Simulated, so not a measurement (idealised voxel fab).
The process module that follows is named voxel wiring stack.
Cross-section cut: width 245 nm, square cells of 5 nm.
When this document writes out a cross-section, it uses a grid of square cells and lists it as bands, beginning at the top and moving down, with a band standing for one or more rows of cells. Top height, bottom height, nm. Materials left to right, width each, nm. Single material + "everywhere" = fills band edge to edge. "blank" = empty. Measure heights from 0. That's the level where, below it, the as-received wafer is all one material. The lowest band is bottomless and extends downward; write it as in "0 -> down". A width given as "30->40" starts at the first number in the band's top row and ends at the second number in its bottom row, shifting by an equal amount at every step from row to row. What does "left unchanged" mean for a step? It means no cell of the cross-section changed in that step. In the "Completely enclosed voids" entry, you get each enclosed empty space of 8 cells or more, one with no open way to the top, written width x height at distance, distance from the left edge, in nm. Formally, on a step line, whatever follows the settings is a remark that the simulator itself makes on the step. Steps that use a mask can have "overlay nm" on their line. It says how far the mask sat to the right of where it was meant to be. Negative means to the left.
LISTED BELOW ARE THE PROCESS STEPS AS PLANNED
1,RECEIVE with material Si
2,CONFORMAL_DEP with material SiO2, thk nm 10
3,DIRECTIONAL_DEP with material TiN, thk nm 5
4,DIRECTIONAL_DEP with material Ru, thk nm 20
5,PATTERN with tone cover, mask id METAL_1, material resist, width nm 20, pitch nm 35, thk nm 15, overlay nm 0
6,DIRECTIONAL_ETCH with etch materials Ru, depth nm 20
7,DIRECTIONAL_ETCH with etch materials TiN, depth nm 5
8,STRIP with etch materials resist
9,CONFORMAL_DEP with material SiN, thk nm 5
10,FILL_DEP with material SiO2, thk nm 5
11,CMP with height nm 35
12,CONFORMAL_DEP with material SiCN, thk nm 5
13,DIRECTIONAL_DEP with material SiO2, thk nm 20
14,DIRECTIONAL_DEP with material aC, thk nm 15
15,PATTERN with tone open, mask id PLUG_1, material resist, width nm 15, pitch nm 70, thk nm 30, overlay nm 0
16,DIRECTIONAL_ETCH with etch materials aC, depth nm 15
17,STRIP with etch materials resist
18,DIRECTIONAL_ETCH with etch materials SiO2, depth nm 20
19,DIRECTIONAL_ETCH with etch materials SiCN, depth nm 5
20,STRIP with etch materials aC
21,EPI with material Ru, thk nm 10
22,EPI with material Ru, thk nm 10
23,EPI with material Ru, thk nm 5
24,DIRECTIONAL_DEP with material TiN, thk nm 5
25,DIRECTIONAL_DEP with material Ru, thk nm 20
26,MASKED_ETCH with tone cover, mask id METAL_2, width nm 20, pitch nm 35, etch materials Ru, depth nm 20, overlay nm 0
27,MASKED_ETCH with tone cover, mask id METAL_2, width nm 20, pitch nm 35, etch materials TiN, depth nm 5, overlay nm 0
28,FILL_DEP with material SiO2, thk nm 10
29,CMP with height nm 85
30,CONFORMAL_DEP with material SiCN, thk nm 5
31,DIRECTIONAL_DEP with material SiO2, thk nm 15
32,MASKED_ETCH with tone open, mask id PLUG_2, width nm 15, pitch nm 35, etch materials SiO2, depth nm 15, overlay nm 0
33,MASKED_ETCH with tone open, mask id PLUG_2, width nm 15, pitch nm 35, etch materials SiCN, depth nm 5, overlay nm 0
34,CONFORMAL_DEP with material TiN, thk nm 5
35,FILL_DEP with material W, thk nm 5
36,CMP with height nm 105
37,DIRECTIONAL_DEP with material TiN, thk nm 5
38,DIRECTIONAL_DEP with material W, thk nm 25
39,PATTERN with tone cover, mask id METAL_3, material resist, width nm 20, pitch nm 35, thk nm 20, overlay nm 0
40,DIRECTIONAL_ETCH with etch materials W, depth nm 25
41,DIRECTIONAL_ETCH with etch materials TiN, depth nm 5
42,STRIP with etch materials resist
43,FILL_DEP with material SiO2, thk nm 5
44,CMP with height nm 135
45,CONFORMAL_DEP with material SiN, thk nm 5
FIRST WAFER, AS PLANNED
AS RECEIVED, AFTER STEP 1
  0 -> down = Si everywhere
  Completely enclosed voids: none
HOW THE WAFER STANDS IN SECTION AFTER STEP 2
  10 -> 0 = SiO2 everywhere
  Below a height of 0, the structure has not been altered.
HOW THE WAFER STANDS IN SECTION AFTER STEP 3
  15 -> 10 = TiN everywhere
  Below a height of 10, the structure has not been altered.
HOW THE WAFER STANDS IN SECTION AFTER STEP 4
  35 -> 15 = Ru everywhere
  Below a height of 15, the structure has not been altered.
HOW THE WAFER STANDS IN SECTION AFTER STEP 5
  50 -> 35 = blank 60 / resist 20 / blank 15 / resist 20 / blank 15 / resist 20 / blank 15 / resist 20 / blank 60
  Below a height of 35, the structure has not been altered.
HOW THE WAFER STANDS IN SECTION AFTER STEP 6
  50 -> 35 = blank 60 / resist 20 / blank 15 / resist 20 / blank 15 / resist 20 / blank 15 / resist 20 / blank 60
  35 -> 15 = blank 60 / Ru 20 / blank 15 / Ru 20 / blank 15 / Ru 20 / blank 15 / Ru 20 / blank 60
  Below a height of 15, the structure has not been altered.
HOW THE WAFER STANDS IN SECTION AFTER STEP 7
  50 -> 35 = blank 60 / resist 20 / blank 15 / resist 20 / blank 15 / resist 20 / blank 15 / resist 20 / blank 60
  35 -> 15 = blank 60 / Ru 20 / blank 15 / Ru 20 / blank 15 / Ru 20 / blank 15 / Ru 20 / blank 60
  15 -> 10 = blank 60 / TiN 20 / blank 15 / TiN 20 / blank 15 / TiN 20 / blank 15 / TiN 20 / blank 60
  Below a height of 10, the structure has not been altered.
HOW THE WAFER STANDS IN SECTION AFTER STEP 8
  35 -> 15 = blank 60 / Ru 20 / blank 15 / Ru 20 / blank 15 / Ru 20 / blank 15 / Ru 20 / blank 60
  Below a height of 15, the structure has not been altered.
HOW THE WAFER STANDS IN SECTION AFTER STEP 9
  40 -> 35 = blank 55 / SiN 30 / blank 5 / SiN 30 / blank 5 / SiN 30 / blank 5 / SiN 30 / blank 55
  35 -> 15 = blank 55 / SiN 5 / Ru 20 / SiN 5 / blank 5 / SiN 5 / Ru 20 / SiN 5 / blank 5 / SiN 5 / Ru 20 / SiN 5 / blank 5 / SiN 5 / Ru 20 / SiN 5 / blank 55
  15 -> 10 = SiN 60 / TiN 20 / SiN 15 / TiN 20 / SiN 15 / TiN 20 / SiN 15 / TiN 20 / SiN 60
  Below a height of 10, the structure has not been altered.
HOW THE WAFER STANDS IN SECTION AFTER STEP 10
  45 -> 40 = SiO2 everywhere
  40 -> 35 = SiO2 55 / SiN 30 / SiO2 5 / SiN 30 / SiO2 5 / SiN 30 / SiO2 5 / SiN 30 / SiO2 55
  35 -> 15 = SiO2 55 / SiN 5 / Ru 20 / SiN 5 / SiO2 5 / SiN 5 / Ru 20 / SiN 5 / SiO2 5 / SiN 5 / Ru 20 / SiN 5 / SiO2 5 / SiN 5 / Ru 20 / SiN 5 / SiO2 55
  Below a height of 15, the structure has not been altered.
HOW THE WAFER STANDS IN SECTION AFTER STEP 11
  35 -> 15 = SiO2 55 / SiN 5 / Ru 20 / SiN 5 / SiO2 5 / SiN 5 / Ru 20 / SiN 5 / SiO2 5 / SiN 5 / Ru 20 / SiN 5 / SiO2 5 / SiN 5 / Ru 20 / SiN 5 / SiO2 55
  Below a height of 15, the structure has not been altered.
HOW THE WAFER STANDS IN SECTION AFTER STEP 12
  40 -> 35 = SiCN everywhere
  Below a height of 35, the structure has not been altered.
HOW THE WAFER STANDS IN SECTION AFTER STEP 13
  60 -> 40 = SiO2 everywhere
  Below a height of 40, the structure has not been altered.
HOW THE WAFER STANDS IN SECTION AFTER STEP 14
  75 -> 60 = aC everywhere
  Below a height of 60, the structure has not been altered.
HOW THE WAFER STANDS IN SECTION AFTER STEP 15
  105 -> 75 = resist 60 / blank 15 / resist 55 / blank 15 / resist 100
  Below a height of 75, the structure has not been altered.
HOW THE WAFER STANDS IN SECTION AFTER STEP 16
  90 -> 75 = resist 60 / blank 15 / resist 55 / blank 15 / resist 100
  75 -> 60 = aC 60 / blank 15 / aC 55 / blank 15 / aC 100
  Below a height of 60, the structure has not been altered.
HOW THE WAFER STANDS IN SECTION AFTER STEP 17
  75 -> 60 = aC 60 / blank 15 / aC 55 / blank 15 / aC 100
  Below a height of 60, the structure has not been altered.
HOW THE WAFER STANDS IN SECTION AFTER STEP 18
  75 -> 60 = aC 60 / blank 15 / aC 55 / blank 15 / aC 100
  60 -> 40 = SiO2 60 / blank 15 / SiO2 55 / blank 15 / SiO2 100
  Below a height of 40, the structure has not been altered.
HOW THE WAFER STANDS IN SECTION AFTER STEP 19
  75 -> 60 = aC 60 / blank 15 / aC 55 / blank 15 / aC 100
  60 -> 40 = SiO2 60 / blank 15 / SiO2 55 / blank 15 / SiO2 100
  40 -> 35 = SiCN 60 / blank 15 / SiCN 55 / blank 15 / SiCN 100
  Below a height of 35, the structure has not been altered.
HOW THE WAFER STANDS IN SECTION AFTER STEP 20
  60 -> 40 = SiO2 60 / blank 15 / SiO2 55 / blank 15 / SiO2 100
  Below a height of 40, the structure has not been altered.
HOW THE WAFER STANDS IN SECTION AFTER STEP 21
  60 -> 45 = SiO2 60 / blank 15 / SiO2 55 / blank 15 / SiO2 100
  45 -> 40 = SiO2 60 / Ru 15 / SiO2 55 / Ru 15 / SiO2 100
  40 -> 35 = SiCN 60 / Ru 15 / SiCN 55 / Ru 15 / SiCN 100
  Below a height of 35, the structure has not been altered.
HOW THE WAFER STANDS IN SECTION AFTER STEP 22
  60 -> 55 = SiO2 60 / blank 15 / SiO2 55 / blank 15 / SiO2 100
  55 -> 40 = SiO2 60 / Ru 15 / SiO2 55 / Ru 15 / SiO2 100
  Below a height of 40, the structure has not been altered.
HOW THE WAFER STANDS IN SECTION AFTER STEP 23
  60 -> 40 = SiO2 60 / Ru 15 / SiO2 55 / Ru 15 / SiO2 100
  Below a height of 40, the structure has not been altered.
HOW THE WAFER STANDS IN SECTION AFTER STEP 24
  65 -> 60 = TiN everywhere
  Below a height of 60, the structure has not been altered.
HOW THE WAFER STANDS IN SECTION AFTER STEP 25
  85 -> 65 = Ru everywhere
  Below a height of 65, the structure has not been altered.
HOW THE WAFER STANDS IN SECTION AFTER STEP 26
  85 -> 65 = blank 60 / Ru 20 / blank 15 / Ru 20 / blank 15 / Ru 20 / blank 15 / Ru 20 / blank 60
  Below a height of 65, the structure has not been altered.
HOW THE WAFER STANDS IN SECTION AFTER STEP 27
  85 -> 65 = blank 60 / Ru 20 / blank 15 / Ru 20 / blank 15 / Ru 20 / blank 15 / Ru 20 / blank 60
  65 -> 60 = blank 60 / TiN 20 / blank 15 / TiN 20 / blank 15 / TiN 20 / blank 15 / TiN 20 / blank 60
  Below a height of 60, the structure has not been altered.
HOW THE WAFER STANDS IN SECTION AFTER STEP 28
  95 -> 85 = SiO2 everywhere
  85 -> 65 = SiO2 60 / Ru 20 / SiO2 15 / Ru 20 / SiO2 15 / Ru 20 / SiO2 15 / Ru 20 / SiO2 60
  65 -> 60 = SiO2 60 / TiN 20 / SiO2 15 / TiN 20 / SiO2 15 / TiN 20 / SiO2 15 / TiN 20 / SiO2 60
  Below a height of 60, the structure has not been altered.
HOW THE WAFER STANDS IN SECTION AFTER STEP 29
  85 -> 65 = SiO2 60 / Ru 20 / SiO2 15 / Ru 20 / SiO2 15 / Ru 20 / SiO2 15 / Ru 20 / SiO2 60
  Below a height of 65, the structure has not been altered.
HOW THE WAFER STANDS IN SECTION AFTER STEP 30
  90 -> 85 = SiCN everywhere
  Below a height of 85, the structure has not been altered.
HOW THE WAFER STANDS IN SECTION AFTER STEP 31
  105 -> 90 = SiO2 everywhere
  Below a height of 90, the structure has not been altered.
HOW THE WAFER STANDS IN SECTION AFTER STEP 32
  105 -> 90 = SiO2 60 / blank 15 / SiO2 20 / blank 15 / SiO2 20 / blank 15 / SiO2 20 / blank 15 / SiO2 65
  Below a height of 90, the structure has not been altered.
HOW THE WAFER STANDS IN SECTION AFTER STEP 33
  105 -> 90 = SiO2 60 / blank 15 / SiO2 20 / blank 15 / SiO2 20 / blank 15 / SiO2 20 / blank 15 / SiO2 65
  90 -> 85 = SiCN 60 / blank 15 / SiCN 20 / blank 15 / SiCN 20 / blank 15 / SiCN 20 / blank 15 / SiCN 65
  Below a height of 85, the structure has not been altered.
HOW THE WAFER STANDS IN SECTION AFTER STEP 34
  110 -> 105 = TiN 65 / blank 5 / TiN 30 / blank 5 / TiN 30 / blank 5 / TiN 30 / blank 5 / TiN 70
  105 -> 90 = SiO2 60 / TiN 5 / blank 5 / TiN 5 / SiO2 20 / TiN 5 / blank 5 / TiN 5 / SiO2 20 / TiN 5 / blank 5 / TiN 5 / SiO2 20 / TiN 5 / blank 5 / TiN 5 / SiO2 65
  90 -> 85 = SiCN 60 / TiN 15 / SiCN 20 / TiN 15 / SiCN 20 / TiN 15 / SiCN 20 / TiN 15 / SiCN 65
  Below a height of 85, the structure has not been altered.
HOW THE WAFER STANDS IN SECTION AFTER STEP 35
  115 -> 110 = W everywhere
  110 -> 105 = TiN 65 / W 5 / TiN 30 / W 5 / TiN 30 / W 5 / TiN 30 / W 5 / TiN 70
  105 -> 90 = SiO2 60 / TiN 5 / W 5 / TiN 5 / SiO2 20 / TiN 5 / W 5 / TiN 5 / SiO2 20 / TiN 5 / W 5 / TiN 5 / SiO2 20 / TiN 5 / W 5 / TiN 5 / SiO2 65
  Below a height of 90, the structure has not been altered.
HOW THE WAFER STANDS IN SECTION AFTER STEP 36
  105 -> 90 = SiO2 60 / TiN 5 / W 5 / TiN 5 / SiO2 20 / TiN 5 / W 5 / TiN 5 / SiO2 20 / TiN 5 / W 5 / TiN 5 / SiO2 20 / TiN 5 / W 5 / TiN 5 / SiO2 65
  Below a height of 90, the structure has not been altered.
HOW THE WAFER STANDS IN SECTION AFTER STEP 37
  110 -> 105 = TiN everywhere
  Below a height of 105, the structure has not been altered.
HOW THE WAFER STANDS IN SECTION AFTER STEP 38
  135 -> 110 = W everywhere
  Below a height of 110, the structure has not been altered.
HOW THE WAFER STANDS IN SECTION AFTER STEP 39
  155 -> 135 = blank 60 / resist 20 / blank 15 / resist 20 / blank 15 / resist 20 / blank 15 / resist 20 / blank 60
  Below a height of 135, the structure has not been altered.
HOW THE WAFER STANDS IN SECTION AFTER STEP 40
  155 -> 135 = blank 60 / resist 20 / blank 15 / resist 20 / blank 15 / resist 20 / blank 15 / resist 20 / blank 60
  135 -> 110 = blank 60 / W 20 / blank 15 / W 20 / blank 15 / W 20 / blank 15 / W 20 / blank 60
  Below a height of 110, the structure has not been altered.
HOW THE WAFER STANDS IN SECTION AFTER STEP 41
  155 -> 135 = blank 60 / resist 20 / blank 15 / resist 20 / blank 15 / resist 20 / blank 15 / resist 20 / blank 60
  135 -> 110 = blank 60 / W 20 / blank 15 / W 20 / blank 15 / W 20 / blank 15 / W 20 / blank 60
  110 -> 105 = blank 60 / TiN 20 / blank 15 / TiN 20 / blank 15 / TiN 20 / blank 15 / TiN 20 / blank 60
  Below a height of 105, the structure has not been altered.
HOW THE WAFER STANDS IN SECTION AFTER STEP 42
  135 -> 110 = blank 60 / W 20 / blank 15 / W 20 / blank 15 / W 20 / blank 15 / W 20 / blank 60
  Below a height of 110, the structure has not been altered.
HOW THE WAFER STANDS IN SECTION AFTER STEP 43
  140 -> 135 = SiO2 everywhere
  135 -> 110 = SiO2 60 / W 20 / SiO2 15 / W 20 / SiO2 15 / W 20 / SiO2 15 / W 20 / SiO2 60
  110 -> 105 = SiO2 60 / TiN 20 / SiO2 15 / TiN 20 / SiO2 15 / TiN 20 / SiO2 15 / TiN 20 / SiO2 60
  Below a height of 105, the structure has not been altered.
HOW THE WAFER STANDS IN SECTION AFTER STEP 44
  135 -> 110 = SiO2 60 / W 20 / SiO2 15 / W 20 / SiO2 15 / W 20 / SiO2 15 / W 20 / SiO2 60
  Below a height of 110, the structure has not been altered.
HOW THE WAFER STANDS IN SECTION AFTER STEP 45
  140 -> 135 = SiN everywhere
  Below a height of 135, the structure has not been altered.
WAFER TWO OF TWO - SAME STARTING POINT, SAME PROCESS PLAN, ONE MISTAKE IN EXECUTION; MATCHES WAFER ONE UP TO AND INCLUDING STEP 38
CROSS-SECTION OF THE SECOND WAFER CORRESPONDING TO THE PLANNED CONCLUSION OF STEP 39
  155 -> 135 = resist 60 / blank 20 / resist 15 / blank 20 / resist 15 / blank 20 / resist 15 / blank 20 / resist 60
  Below a height of 135, the structure has not been altered.
CROSS-SECTION OF THE SECOND WAFER CORRESPONDING TO THE PLANNED CONCLUSION OF STEP 40
  155 -> 135 = resist 60 / blank 20 / resist 15 / blank 20 / resist 15 / blank 20 / resist 15 / blank 20 / resist 60
  135 -> 110 = W 60 / blank 20 / W 15 / blank 20 / W 15 / blank 20 / W 15 / blank 20 / W 60
  Below a height of 110, the structure has not been altered.
CROSS-SECTION OF THE SECOND WAFER CORRESPONDING TO THE PLANNED CONCLUSION OF STEP 41
  155 -> 135 = resist 60 / blank 20 / resist 15 / blank 20 / resist 15 / blank 20 / resist 15 / blank 20 / resist 60
  135 -> 110 = W 60 / blank 20 / W 15 / blank 20 / W 15 / blank 20 / W 15 / blank 20 / W 60
  110 -> 105 = TiN 60 / blank 20 / TiN 15 / blank 20 / TiN 15 / blank 20 / TiN 15 / blank 20 / TiN 60
  Below a height of 105, the structure has not been altered.
CROSS-SECTION OF THE SECOND WAFER CORRESPONDING TO THE PLANNED CONCLUSION OF STEP 42
  135 -> 110 = W 60 / blank 20 / W 15 / blank 20 / W 15 / blank 20 / W 15 / blank 20 / W 60
  Below a height of 110, the structure has not been altered.
CROSS-SECTION OF THE SECOND WAFER CORRESPONDING TO THE PLANNED CONCLUSION OF STEP 43
  140 -> 135 = SiO2 everywhere
  135 -> 110 = W 60 / SiO2 20 / W 15 / SiO2 20 / W 15 / SiO2 20 / W 15 / SiO2 20 / W 60
  110 -> 105 = TiN 60 / SiO2 20 / TiN 15 / SiO2 20 / TiN 15 / SiO2 20 / TiN 15 / SiO2 20 / TiN 60
  Below a height of 105, the structure has not been altered.
CROSS-SECTION OF THE SECOND WAFER CORRESPONDING TO THE PLANNED CONCLUSION OF STEP 44
  135 -> 110 = W 60 / SiO2 20 / W 15 / SiO2 20 / W 15 / SiO2 20 / W 15 / SiO2 20 / W 60
  Below a height of 110, the structure has not been altered.
CROSS-SECTION OF THE SECOND WAFER CORRESPONDING TO THE PLANNED CONCLUSION OF STEP 45
  140 -> 135 = SiN everywhere
  Below a height of 135, the structure has not been altered.
Deviation from plan: step 39 went in with a setting other than planned; the actual run was PATTERN with tone open, mask id METAL_3, material resist, width nm 20, pitch nm 35, thk nm 20, overlay nm 0
Count the cells at the end and the second wafer has more or fewer of some materials than the first: 102 fewer of SiO2 | 17 more of TiN | 85 more of W
